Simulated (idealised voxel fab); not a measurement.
This section sets out a process module, namely voxel spacer lines.
Cross-section cut spans 175 nm and uses square cells 5 nm in size.
Bands, listed from the top down, are how a cross-section gets written in this document; the cross-section itself is a grid of square cells, and a band is one or more rows of them. Band: top and bottom heights (nm) first, top before bottom; then materials from left to right, widths in nm. "all across" marks a sole material filling the band edge to edge. "air" denotes empty space. All heights in this document are referenced to 0, defined as the level beneath which the wafer, as received, consists entirely of one material. The lowest band is not bounded below; it extends indefinitely downward and is written in the form "0..down". Quick explanation for "30->40": the width changes in equal steps down the rows of cells, from the first number in the band's top row to the second number in its bottom row. "stayed the same" -> step changed no cross-section cell. Closed empty spaces (no open way to the top) of 8 cells or more are what "Enclosed void listing" lists, each as width x height at distance from the left edge, nm for all three. Where a step's line continues beyond its settings, the continuation is a remark by the simulator itself on that step. Regarding "overlay nm": on a step with a mask, it is the distance the mask lay to the right of its planned place; a negative value places it to the left.

**Set out below are the planned steps of the process**
step 1: RECEIVE, material Si
step 2: CONFORMAL_DEP, material Al2O3, thk nm 5
step 3: DIRECTIONAL_DEP, material SiN, thk nm 15
step 4: DIRECTIONAL_DEP, material aC, thk nm 25
step 5: PATTERN, tone cover, mask id MANDREL, material resist, width nm 15, pitch nm 50, thk nm 30, overlay nm 0
step 6: DIRECTIONAL_ETCH, etch materials aC, depth nm 25
step 7: STRIP, etch materials resist
step 8: CONFORMAL_DEP, material SiO2, thk nm 10
step 9: DIRECTIONAL_ETCH, etch materials SiO2, depth nm 10
step 10: STRIP, etch materials aC
step 11: DIRECTIONAL_ETCH, etch materials SiN, depth nm 15
step 12: STRIP, etch materials SiO2

**Incoming wafer in cross-section (state: after step 1)**
	0..down  Si all across
	Enclosed void listing: none

**Module complete, cross-section. Starting point and plan per above. One mistake made in running the module**
	20..5  air (30) / SiN (10) / air (15) / SiN (10) / air (15) / SiN (10) / air (15) / SiN (10) / air (15) / SiN (10) / air (15) / SiN (10) / air (10)
	5..0  Al2O3 all across
	0..down  Si all across
	Enclosed void listing: none
Deviation noted in wafer processing: step 5 was run on a setting that differed from the plan, and what really ran there is PATTERN, tone cover, mask id MANDREL, material resist, width nm 15, pitch nm 50, thk nm 30, overlay nm 10
